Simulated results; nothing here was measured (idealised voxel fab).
Name of the process module below: voxel capacitor over wiring
The cross-section on display is named cut; it measures 300 nm wide, and its cells are 5 nm squares.
Think of the cross-section as a grid of square cells. We describe it in bands, top to bottom, and each band covers one or more rows of those cells. Basically the band line says how high the top is and how high the bottom is, in nm, and then what's in it from left to right, every material with its width in nm. Empty space shows up as "blank", and if a single material carries "edge to edge" it runs the full band edge to edge. Counting heights begins at 0, where everything beneath is, in the wafer as received, one material. The lowest band has no bottom; it goes on downwards, as "0 and below" shows. It should be noted that a width expressed as "30..40" varies in equal increments from row to row of cells within the band, taking the value of the first number at the top row and that of the second number at the bottom row. "left unchanged" -> step changed no cross-section cell. Any empty space of 8 cells or more lacking an open way to the top shows up in "closed voids" as width x height at distance, distance from the left edge, in nm. If you see something after the settings on a step's line, that's the simulator's own remark about that step. "overlay nm" on a masked step: distance the mask lay right of its planned place, negative for left.

# Set out below are the planned steps of the process
| 1 | RECEIVE, material Si |
| 2 | CONFORMAL_DEP, material SiO2, thk nm 15 |
| 3 | DIRECTIONAL_DEP, material TiN, thk nm 5 |
| 4 | DIRECTIONAL_DEP, material W, thk nm 20 |
| 5 | MASKED_ETCH, tone cover, mask id METAL_1, width nm 20, pitch nm 85, etch materials W, depth nm 20, overlay nm 0 |
| 6 | MASKED_ETCH, tone cover, mask id METAL_1, width nm 20, pitch nm 85, etch materials TiN, depth nm 5, overlay nm 0 |
| 7 | CONFORMAL_DEP, material SiCN, thk nm 5 |
| 8 | FILL_DEP, material lowk, thk nm 5 |
| 9 | CMP, height nm 40 |
| 10 | CONFORMAL_DEP, material SiCN, thk nm 5 |
| 11 | DIRECTIONAL_DEP, material SiO2, thk nm 20 |
| 12 | PATTERN, tone open, mask id PLUG_1, material resist, width nm 15, thk nm 20, overlay nm 0 |
| 13 | DIRECTIONAL_ETCH, etch materials SiO2, depth nm 20 |
| 14 | DIRECTIONAL_ETCH, etch materials SiCN, depth nm 5 |
| 15 | STRIP, etch materials resist |
| 16 | CONFORMAL_DEP, material TiN, thk nm 5 |
| 17 | FILL_DEP, material Cu, thk nm 10 |
| 18 | CMP, height nm 65 |
| 19 | DIRECTIONAL_DEP, material TiN, thk nm 10 |
| 20 | DIRECTIONAL_DEP, material HfO2, thk nm 5 |
| 21 | DIRECTIONAL_DEP, material TiN, thk nm 10 |
| 22 | DIRECTIONAL_DEP, material aC, thk nm 15 |
| 23 | PATTERN, tone cover, mask id UPPER_PLATE, material resist, width nm 70, thk nm 30, overlay nm 0 |
| 24 | DIRECTIONAL_ETCH, etch materials aC, depth nm 15 |
| 25 | STRIP, etch materials resist |
| 26 | DIRECTIONAL_ETCH, etch materials TiN, depth nm 10 |
| 27 | DIRECTIONAL_ETCH, etch materials HfO2, depth nm 5 |
| 28 | STRIP, etch materials aC |
| 29 | MASKED_ETCH, tone cover, mask id LOWER_PLATE, width nm 80, etch materials TiN, depth nm 10, overlay nm 0 |
| 30 | FILL_DEP, material SiO2, thk nm 15 |
| 31 | CMP, height nm 100 |
| 32 | PATTERN, tone open, mask id PLUG_2, material resist, width nm 15, thk nm 20, overlay nm 0 |
| 33 | DIRECTIONAL_ETCH, etch materials SiO2, depth nm 10 |
| 34 | STRIP, etch materials resist |
| 35 | CONFORMAL_DEP, material TiN, thk nm 5 |
| 36 | FILL_DEP, material W, thk nm 5 |
| 37 | CMP, height nm 100 |
| 38 | CONFORMAL_DEP, material SiCN, thk nm 5 |

# First wafer of two (run as planned)

# As-received wafer cross-section (after step 1)
0 and below | Si edge to edge
closed voids: none

# After step 2: wafer cross-section
15 down to 0 | SiO2 edge to edge
For the remainder of the cross-section, below 0, there is no change.

# After step 3: wafer cross-section
20 down to 15 | TiN edge to edge
For the remainder of the cross-section, below 15, there is no change.

# After step 4: wafer cross-section
40 down to 20 | W edge to edge
For the remainder of the cross-section, below 20, there is no change.

# After step 5: wafer cross-section
40 down to 20 | blank 95 nm; W 20 nm; blank 65 nm; W 20 nm; blank 100 nm
For the remainder of the cross-section, below 20, there is no change.

# After step 6: wafer cross-section
40 down to 20 | blank 95 nm; W 20 nm; blank 65 nm; W 20 nm; blank 100 nm
20 down to 15 | blank 95 nm; TiN 20 nm; blank 65 nm; TiN 20 nm; blank 100 nm
For the remainder of the cross-section, below 15, there is no change.

# After step 7: wafer cross-section
45 down to 40 | blank 90 nm; SiCN 30 nm; blank 55 nm; SiCN 30 nm; blank 95 nm
40 down to 20 | blank 90 nm; SiCN 5 nm; W 20 nm; SiCN 5 nm; blank 55 nm; SiCN 5 nm; W 20 nm; SiCN 5 nm; blank 95 nm
20 down to 15 | SiCN 95 nm; TiN 20 nm; SiCN 65 nm; TiN 20 nm; SiCN 100 nm
For the remainder of the cross-section, below 15, there is no change.

# After step 8: wafer cross-section
50 down to 45 | lowk edge to edge
45 down to 40 | lowk 90 nm; SiCN 30 nm; lowk 55 nm; SiCN 30 nm; lowk 95 nm
40 down to 20 | lowk 90 nm; SiCN 5 nm; W 20 nm; SiCN 5 nm; lowk 55 nm; SiCN 5 nm; W 20 nm; SiCN 5 nm; lowk 95 nm
For the remainder of the cross-section, below 20, there is no change.

# After step 9: wafer cross-section
40 down to 20 | lowk 90 nm; SiCN 5 nm; W 20 nm; SiCN 5 nm; lowk 55 nm; SiCN 5 nm; W 20 nm; SiCN 5 nm; lowk 95 nm
For the remainder of the cross-section, below 20, there is no change.

# After step 10: wafer cross-section
45 down to 40 | SiCN edge to edge
For the remainder of the cross-section, below 40, there is no change.

# After step 11: wafer cross-section
65 down to 45 | SiO2 edge to edge
For the remainder of the cross-section, below 45, there is no change.

# After step 12: wafer cross-section
85 down to 65 | resist 100 nm; blank 15 nm; resist 185 nm
For the remainder of the cross-section, below 65, there is no change.

# After step 13: wafer cross-section
85 down to 65 | resist 100 nm; blank 15 nm; resist 185 nm
65 down to 45 | SiO2 100 nm; blank 15 nm; SiO2 185 nm
For the remainder of the cross-section, below 45, there is no change.

# After step 14: wafer cross-section
85 down to 65 | resist 100 nm; blank 15 nm; resist 185 nm
65 down to 45 | SiO2 100 nm; blank 15 nm; SiO2 185 nm
45 down to 40 | SiCN 100 nm; blank 15 nm; SiCN 185 nm
For the remainder of the cross-section, below 40, there is no change.

# After step 15: wafer cross-section
65 down to 45 | SiO2 100 nm; blank 15 nm; SiO2 185 nm
For the remainder of the cross-section, below 45, there is no change.

# After step 16: wafer cross-section
70 down to 65 | TiN 105 nm; blank 5 nm; TiN 190 nm
65 down to 45 | SiO2 100 nm; TiN 5 nm; blank 5 nm; TiN 5 nm; SiO2 185 nm
45 down to 40 | SiCN 100 nm; TiN 15 nm; SiCN 185 nm
For the remainder of the cross-section, below 40, there is no change.

# After step 17: wafer cross-section
80 down to 70 | Cu edge to edge
70 down to 65 | TiN 105 nm; Cu 5 nm; TiN 190 nm
65 down to 45 | SiO2 100 nm; TiN 5 nm; Cu 5 nm; TiN 5 nm; SiO2 185 nm
For the remainder of the cross-section, below 45, there is no change.

# After step 18: wafer cross-section
65 down to 45 | SiO2 100 nm; TiN 5 nm; Cu 5 nm; TiN 5 nm; SiO2 185 nm
For the remainder of the cross-section, below 45, there is no change.

# After step 19: wafer cross-section
75 down to 65 | TiN edge to edge
For the remainder of the cross-section, below 65, there is no change.

# After step 20: wafer cross-section
80 down to 75 | HfO2 edge to edge
For the remainder of the cross-section, below 75, there is no change.

# After step 21: wafer cross-section
90 down to 80 | TiN edge to edge
For the remainder of the cross-section, below 80, there is no change.

# After step 22: wafer cross-section
105 down to 90 | aC edge to edge
For the remainder of the cross-section, below 90, there is no change.

# After step 23: wafer cross-section
135 down to 105 | blank 100 nm; resist 70 nm; blank 130 nm
For the remainder of the cross-section, below 105, there is no change.

# After step 24: wafer cross-section
120 down to 105 | blank 100 nm; resist 70 nm; blank 130 nm
105 down to 90 | blank 100 nm; aC 70 nm; blank 130 nm
For the remainder of the cross-section, below 90, there is no change.

# After step 25: wafer cross-section
105 down to 90 | blank 100 nm; aC 70 nm; blank 130 nm
For the remainder of the cross-section, below 90, there is no change.

# After step 26: wafer cross-section
105 down to 90 | blank 100 nm; aC 70 nm; blank 130 nm
90 down to 80 | blank 100 nm; TiN 70 nm; blank 130 nm
For the remainder of the cross-section, below 80, there is no change.

# After step 27: wafer cross-section
105 down to 90 | blank 100 nm; aC 70 nm; blank 130 nm
90 down to 80 | blank 100 nm; TiN 70 nm; blank 130 nm
80 down to 75 | blank 100 nm; HfO2 70 nm; blank 130 nm
For the remainder of the cross-section, below 75, there is no change.

# After step 28: wafer cross-section
90 down to 80 | blank 100 nm; TiN 70 nm; blank 130 nm
For the remainder of the cross-section, below 80, there is no change.

# After step 29: wafer cross-section
90 down to 80 | blank 100 nm; TiN 70 nm; blank 130 nm
80 down to 75 | blank 100 nm; HfO2 70 nm; blank 130 nm
75 down to 65 | blank 95 nm; TiN 80 nm; blank 125 nm
For the remainder of the cross-section, below 65, there is no change.

# After step 30: wafer cross-section
105 down to 90 | SiO2 edge to edge
90 down to 80 | SiO2 100 nm; TiN 70 nm; SiO2 130 nm
80 down to 75 | SiO2 100 nm; HfO2 70 nm; SiO2 130 nm
75 down to 65 | SiO2 95 nm; TiN 80 nm; SiO2 125 nm
For the remainder of the cross-section, below 65, there is no change.

# After step 31: wafer cross-section
100 down to 90 | SiO2 edge to edge
For the remainder of the cross-section, below 90, there is no change.

# After step 32: wafer cross-section
120 down to 100 | resist 110 nm; blank 15 nm; resist 175 nm
For the remainder of the cross-section, below 100, there is no change.

# After step 33: wafer cross-section
120 down to 100 | resist 110 nm; blank 15 nm; resist 175 nm
100 down to 90 | SiO2 110 nm; blank 15 nm; SiO2 175 nm
For the remainder of the cross-section, below 90, there is no change.

# After step 34: wafer cross-section
100 down to 90 | SiO2 110 nm; blank 15 nm; SiO2 175 nm
For the remainder of the cross-section, below 90, there is no change.

# After step 35: wafer cross-section
105 down to 100 | TiN 115 nm; blank 5 nm; TiN 180 nm
100 down to 95 | SiO2 110 nm; TiN 5 nm; blank 5 nm; TiN 5 nm; SiO2 175 nm
95 down to 90 | SiO2 110 nm; TiN 15 nm; SiO2 175 nm
For the remainder of the cross-section, below 90, there is no change.

# After step 36: wafer cross-section
110 down to 105 | W edge to edge
105 down to 100 | TiN 115 nm; W 5 nm; TiN 180 nm
100 down to 95 | SiO2 110 nm; TiN 5 nm; W 5 nm; TiN 5 nm; SiO2 175 nm
For the remainder of the cross-section, below 95, there is no change.

# After step 37: wafer cross-section
100 down to 95 | SiO2 110 nm; TiN 5 nm; W 5 nm; TiN 5 nm; SiO2 175 nm
For the remainder of the cross-section, below 95, there is no change.

# After step 38: wafer cross-section
105 down to 100 | SiCN edge to edge
For the remainder of the cross-section, below 100, there is no change.

# Wafer two. Same start, same plan, one slip in execution. Same as wafer one through step 19, inclusive

# Second wafer at the planned finish of step 20, seen in cross-section
85 down to 65 | TiN edge to edge
For the remainder of the cross-section, below 65, there is no change.

# Second wafer at the planned finish of step 21, seen in cross-section
90 down to 85 | HfO2 edge to edge
For the remainder of the cross-section, below 85, there is no change.

# Second wafer at the planned finish of step 22, seen in cross-section
105 down to 90 | aC edge to edge
For the remainder of the cross-section, below 90, there is no change.

# Second wafer at the planned finish of step 23, seen in cross-section
135 down to 105 | blank 100 nm; resist 70 nm; blank 130 nm
For the remainder of the cross-section, below 105, there is no change.

# Second wafer at the planned finish of step 24, seen in cross-section
120 down to 105 | blank 100 nm; resist 70 nm; blank 130 nm
105 down to 90 | blank 100 nm; aC 70 nm; blank 130 nm
For the remainder of the cross-section, below 90, there is no change.

# Second wafer at the planned finish of step 25, seen in cross-section
105 down to 90 | blank 100 nm; aC 70 nm; blank 130 nm
For the remainder of the cross-section, below 90, there is no change.

Second wafer at the planned finish of step 26, seen in cross-section: left unchanged

# Second wafer at the planned finish of step 27, seen in cross-section
105 down to 90 | blank 100 nm; aC 70 nm; blank 130 nm
90 down to 85 | blank 100 nm; HfO2 70 nm; blank 130 nm
For the remainder of the cross-section, below 85, there is no change.

# Second wafer at the planned finish of step 28, seen in cross-section
90 down to 85 | blank 100 nm; HfO2 70 nm; blank 130 nm
For the remainder of the cross-section, below 85, there is no change.

# Second wafer at the planned finish of step 29, seen in cross-section
90 down to 85 | blank 100 nm; HfO2 70 nm; blank 130 nm
85 down to 75 | blank 95 nm; TiN 80 nm; blank 125 nm
For the remainder of the cross-section, below 75, there is no change.

# Second wafer at the planned finish of step 30, seen in cross-section
105 down to 90 | SiO2 edge to edge
90 down to 85 | SiO2 100 nm; HfO2 70 nm; SiO2 130 nm
85 down to 75 | SiO2 95 nm; TiN 80 nm; SiO2 125 nm
For the remainder of the cross-section, below 75, there is no change.

# Second wafer at the planned finish of step 31, seen in cross-section
100 down to 90 | SiO2 edge to edge
For the remainder of the cross-section, below 90, there is no change.

# Second wafer at the planned finish of step 32, seen in cross-section
120 down to 100 | resist 110 nm; blank 15 nm; resist 175 nm
For the remainder of the cross-section, below 100, there is no change.

# Second wafer at the planned finish of step 33, seen in cross-section
120 down to 100 | resist 110 nm; blank 15 nm; resist 175 nm
100 down to 90 | SiO2 110 nm; blank 15 nm; SiO2 175 nm
For the remainder of the cross-section, below 90, there is no change.

# Second wafer at the planned finish of step 34, seen in cross-section
100 down to 90 | SiO2 110 nm; blank 15 nm; SiO2 175 nm
For the remainder of the cross-section, below 90, there is no change.

# Second wafer at the planned finish of step 35, seen in cross-section
105 down to 100 | TiN 115 nm; blank 5 nm; TiN 180 nm
100 down to 95 | SiO2 110 nm; TiN 5 nm; blank 5 nm; TiN 5 nm; SiO2 175 nm
95 down to 90 | SiO2 110 nm; TiN 15 nm; SiO2 175 nm
For the remainder of the cross-section, below 90, there is no change.

# Second wafer at the planned finish of step 36, seen in cross-section
110 down to 105 | W edge to edge
105 down to 100 | TiN 115 nm; W 5 nm; TiN 180 nm
100 down to 95 | SiO2 110 nm; TiN 5 nm; W 5 nm; TiN 5 nm; SiO2 175 nm
For the remainder of the cross-section, below 95, there is no change.

# Second wafer at the planned finish of step 37, seen in cross-section
100 down to 95 | SiO2 110 nm; TiN 5 nm; W 5 nm; TiN 5 nm; SiO2 175 nm
For the remainder of the cross-section, below 95, there is no change.

# Second wafer at the planned finish of step 38, seen in cross-section
105 down to 100 | SiCN edge to edge
For the remainder of the cross-section, below 100, there is no change.
What went wrong in running the wafer? steps 20 and 21 traded places in the executed sequence
Per the end-of-run cell counts, the second wafer holds more or fewer of some materials than the first: -92 SiO2; +92 TiN
